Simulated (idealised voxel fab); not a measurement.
process module | voxel transistor to metal
cross-section cut | 190 nm wide | cells 5 nm
A cross-section is a grid of square cells, given in bands from the top down. A band is one or more rows of cells.
Each band's line starts with the height of the band's top and of its bottom, in nm. Then come its materials from left to right, each with its width in nm. One material with "throughout" fills the band from edge to edge. "air" is empty space.
Height 0 is the level under which the wafer as received is all one material. The lowest band goes on downwards, as in "0 down".
A width such as "30 to 40" changes by the same amount from each row of cells to the next, from the band's top row to its bottom row.
"no change" after a step means that no cell of the cross-section changed.
closed voids: empty space of 8 cells or more with no open way to the top, each as width x height at its distance from the left edge, in nm
after a step's settings: what the simulator itself notes on the step
overlay nm, on a step with a mask: how far to the right of its planned place the mask lay; to the left if negative
plan
1 op RECEIVE | material Si
2 op OXIDIZE | depth nm 5
3 op CONFORMAL_DEP | material SiN | thk nm 15
4 op MASKED_ETCH | tone cover | mask id ACTIVE | width nm 105 | etch materials SiN | depth nm 15 | overlay nm 0
5 op MASKED_ETCH | tone cover | mask id ACTIVE | width nm 105 | etch materials SiO2 | depth nm 5 | overlay nm 0
6 op MASKED_ETCH | tone cover | mask id ACTIVE | width nm 105 | etch materials Si | depth nm 30 | overlay nm 0
7 op OXIDIZE | depth nm 5
8 op FILL_DEP | material SiO2 | thk nm 10
9 op CMP | height nm 15
10 op SELECTIVE_ETCH | etch materials SiO2 | depth nm 5
11 op STRIP | etch materials SiN
12 op SELECTIVE_ETCH | etch materials SiO2 | depth nm 5
13 op OXIDIZE | depth nm 5
14 op DIRECTIONAL_DEP | material polySi | thk nm 20
15 op DIRECTIONAL_DEP | material SiCN | thk nm 10
16 op MASKED_ETCH | tone cover | mask id GATE | width nm 15 | etch materials SiCN | depth nm 20 | overlay nm 0
17 op MASKED_ETCH | tone cover | mask id GATE | width nm 15 | etch materials polySi | depth nm 30 | overlay nm 0
18 op CONFORMAL_DEP | material SiO2 | thk nm 5
19 op DIRECTIONAL_ETCH | etch materials SiO2 | depth nm 5
20 op CONFORMAL_DEP | material SiN | thk nm 5
21 op DIRECTIONAL_ETCH | etch materials SiN | depth nm 5
22 op DIRECTIONAL_ETCH | etch materials SiO2 | depth nm 5
23 op DIRECTIONAL_ETCH | etch materials Si | depth nm 15
24 op EPI | material nSi | thk nm 15
25 op FILL_DEP | material SiO2 | thk nm 10
26 op CMP | height nm 25
27 op DIRECTIONAL_DEP | material SiO2 | thk nm 10
28 op DIRECTIONAL_DEP | material aC | thk nm 10
29 op PATTERN | tone open | mask id CONTACT | material resist | width nm 30 | pitch nm 55 | thk nm 30 | overlay nm 0
30 op DIRECTIONAL_ETCH | etch materials aC | depth nm 10
31 op STRIP | etch materials resist
32 op DIRECTIONAL_ETCH | etch materials SiO2 | depth nm 45
33 op STRIP | etch materials aC
34 op CONFORMAL_DEP | material TiN | thk nm 5
35 op FILL_DEP | material W | thk nm 10
36 op CMP | height nm 35
37 op DIRECTIONAL_DEP | material TiN | thk nm 5
38 op DIRECTIONAL_DEP | material Ru | thk nm 15
39 op PATTERN | tone cover | mask id METAL_1 | material resist | width nm 15 | pitch nm 70 | thk nm 20 | overlay nm 0
40 op DIRECTIONAL_ETCH | etch materials Ru | depth nm 15
41 op DIRECTIONAL_ETCH | etch materials TiN | depth nm 5
42 op STRIP | etch materials resist
43 op CONFORMAL_DEP | material SiN | thk nm 5
44 op FILL_DEP | material SiO2 | thk nm 5
45 op CMP | height nm 55
46 op CONFORMAL_DEP | material SiCN | thk nm 5
47 op DIRECTIONAL_DEP | material SiO2 | thk nm 30
48 op DIRECTIONAL_DEP | material aC | thk nm 15
49 op PATTERN | tone open | mask id METAL_2 | material resist | width nm 15 | pitch nm 70 | thk nm 30 | overlay nm 0
50 op DIRECTIONAL_ETCH | etch materials aC | depth nm 15
51 op STRIP | etch materials resist
52 op DIRECTIONAL_ETCH | etch materials SiO2 | depth nm 20
53 op STRIP | etch materials aC
54 op MASKED_ETCH | tone open | mask id METAL_2_HOLES | width nm 15 | pitch nm 70 | etch materials SiO2 | depth nm 10 | overlay nm 0
55 op MASKED_ETCH | tone open | mask id METAL_2_HOLES | width nm 15 | pitch nm 70 | etch materials SiCN | depth nm 5 | overlay nm 0
56 op CONFORMAL_DEP | material TiN | thk nm 5
57 op FILL_DEP | material Cu | thk nm 5
58 op CMP | height nm 90
59 op CONFORMAL_DEP | material SiCN | thk nm 5
as received, after step 1
  0 down: Si throughout
  closed voids: none
first wafer at the end, as planned
  95 to 90: SiCN throughout
  90 to 60: SiO2 50 | TiN 5 | Cu 5 | TiN 5 | SiO2 55 | TiN 5 | Cu 5 | TiN 5 | SiO2 55
  60 to 55: SiCN 50 | TiN 15 | SiCN 55 | TiN 15 | SiCN 55
  55 to 40: SiO2 45 | SiN 5 | Ru 15 | SiN 5 | SiO2 45 | SiN 5 | Ru 15 | SiN 5 | SiO2 50
  40 to 35: SiN 50 | TiN 15 | SiN 55 | TiN 15 | SiN 55
  35 to 25: SiO2 50 | TiN 5 | W 20 to 15 | TiN 5 to 10 | SiO2 25 | TiN 5 to 10 | W 20 to 15 | TiN 5 | SiO2 55
  25 to 15: SiO2 50 | TiN 5 | W 15 | TiN 5 | SiN 5 | SiO2 5 | SiCN 15 | SiO2 5 | SiN 5 | TiN 5 | W 15 | TiN 5 | SiO2 55
  15 to 10: SiO2 50 | TiN 5 | W 15 | TiN 5 | SiN 5 | SiO2 5 | polySi 15 | SiO2 5 | SiN 5 | TiN 5 | W 15 | TiN 5 | SiO2 55
  10 to 5: SiO2 50 | TiN 25 | SiN 5 | SiO2 5 | polySi 15 | SiO2 5 | SiN 5 | TiN 25 | SiO2 55
  5 to -5: SiO2 40 | SiN 5 | SiO2 5 | TiN 10 | nSi 15 | SiN 5 | SiO2 5 | polySi 15 | SiO2 5 | SiN 5 | nSi 15 | TiN 10 | SiO2 5 | SiN 5 | SiO2 45
  -5 to -10: SiO2 50 | TiN 10 | nSi 15 | SiO2 35 | nSi 15 | TiN 10 | SiO2 55
  -10 to -25: SiO2 45 | nSi 30 | Si 35 | nSi 30 | SiO2 50
  -25 to -40: SiO2 45 | Si 95 | SiO2 50
  -40 down: Si throughout
  closed voids: none
second wafer at the end: like start, like plan, one mistake
  95 to 90: SiCN throughout
  90 to 85: SiCN 50 | TiN 15 | SiCN 55 | TiN 15 | SiCN 55
  85 to 55: SiO2 throughout
  55 to 40: SiO2 45 | SiN 5 | Ru 15 | SiN 5 | SiO2 45 | SiN 5 | Ru 15 | SiN 5 | SiO2 50
  40 to 35: SiN 50 | TiN 15 | SiN 55 | TiN 15 | SiN 55
  35 to 25: SiO2 50 | TiN 5 | W 20 to 15 | TiN 5 to 10 | SiO2 25 | TiN 5 to 10 | W 20 to 15 | TiN 5 | SiO2 55
  25 to 15: SiO2 50 | TiN 5 | W 15 | TiN 5 | SiN 5 | SiO2 5 | SiCN 15 | SiO2 5 | SiN 5 | TiN 5 | W 15 | TiN 5 | SiO2 55
  15 to 10: SiO2 50 | TiN 5 | W 15 | TiN 5 | SiN 5 | SiO2 5 | polySi 15 | SiO2 5 | SiN 5 | TiN 5 | W 15 | TiN 5 | SiO2 55
  10 to 5: SiO2 50 | TiN 25 | SiN 5 | SiO2 5 | polySi 15 | SiO2 5 | SiN 5 | TiN 25 | SiO2 55
  5 to -5: SiO2 40 | SiN 5 | SiO2 5 | TiN 10 | nSi 15 | SiN 5 | SiO2 5 | polySi 15 | SiO2 5 | SiN 5 | nSi 15 | TiN 10 | SiO2 5 | SiN 5 | SiO2 45
  -5 to -10: SiO2 50 | TiN 10 | nSi 15 | SiO2 35 | nSi 15 | TiN 10 | SiO2 55
  -10 to -25: SiO2 45 | nSi 30 | Si 35 | nSi 30 | SiO2 50
  -25 to -40: SiO2 45 | Si 95 | SiO2 50
  -40 down: Si throughout
  closed voids: none
what went wrong: steps 46 and 47 were swapped
at the end the second wafer has, in cells: 12 fewer of Cu | 36 more of SiO2 | 24 fewer of TiN
